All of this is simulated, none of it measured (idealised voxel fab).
Name of the process module below: voxel air gaps
Square cell edge 5 nm, section width 210 nm, ID cut.
A cross-section is a grid of square cells, given in bands from the top down. A band is one or more rows of cells. Basically the band line says how high the top is and how high the bottom is, in nm, and then what's in it from left to right, every material with its width in nm. Empty space shows up as "empty", and if a single material carries "throughout" it runs the full band edge to edge. It should be noted that heights are counted from 0, beneath which the wafer as supplied is of one material throughout, and that the lowest band possesses no lower boundary but continues downward, as written in "0..down". So if you see something like "30 to 40" for the width, read it as the top row of the band sitting at the first number and the bottom row at the second, with every row in between moving by the same amount as the last. Step note "nothing changed" = no cross-section cell changed. Closed void list: empty space of 8 cells or more with no open way to the top, each as width x height at its distance from the left edge, in nm. If you see something after the settings on a step's line, that's the simulator's own remark about that step. The optional step-line setting "overlay nm" applies to steps with a mask and quantifies how far to the right of its planned location the mask lay, a negative value indicating leftward placement.
[Planned process steps]
- 1: RECEIVE: material Si
- 2: CONFORMAL_DEP: material SiO2, thk nm 15
- 3: CONFORMAL_DEP: material SiN, thk nm 5
- 4: DIRECTIONAL_DEP: material SiO2, thk nm 40
- 5: PATTERN: tone open, mask id LINES, material resist, width nm 15, pitch nm 45, thk nm 20, overlay nm 0
- 6: DIRECTIONAL_ETCH: etch materials SiO2, depth nm 40
- 7: STRIP: etch materials resist
- 8: CONFORMAL_DEP: material TiN, thk nm 5
- 9: FILL_DEP: material W, thk nm 5
- 10: CMP: height nm 60
- 11: EPI: material Ru, thk nm 10
- 12: SELECTIVE_ETCH: etch materials SiO2, depth nm 50
- 13: CONFORMAL_DEP: material SiN, thk nm 5
[Wafer as received: cross-section following step 1]
- 0..down: Si throughout
- Closed void list: none
[Figure: cross-sectional view of the wafer upon completion of the module, processed from the initial state and according to the plan depicted above, with one error introduced during execution]
- 70..60: 20 of empty, then 35 of Ru, then 10 of empty, then 35 of Ru, then 10 of empty, then 35 of Ru, then 10 of empty, then 35 of Ru, then 20 of empty
- 60..25: 30 of empty, then 5 of TiN, then 5 of W, then 5 of TiN, then 30 of empty, then 5 of TiN, then 5 of W, then 5 of TiN, then 30 of empty, then 5 of TiN, then 5 of W, then 5 of TiN, then 30 of empty, then 5 of TiN, then 5 of W, then 5 of TiN, then 30 of empty
- 25..20: 30 of empty, then 15 of TiN, then 30 of empty, then 15 of TiN, then 30 of empty, then 15 of TiN, then 30 of empty, then 15 of TiN, then 30 of empty
- 20..15: SiN throughout
- 15..0: SiO2 throughout
- 0..down: Si throughout
- Closed void list: none
Against the plan, the run slipped here: step 13 of the plan did not run at all; it was left out
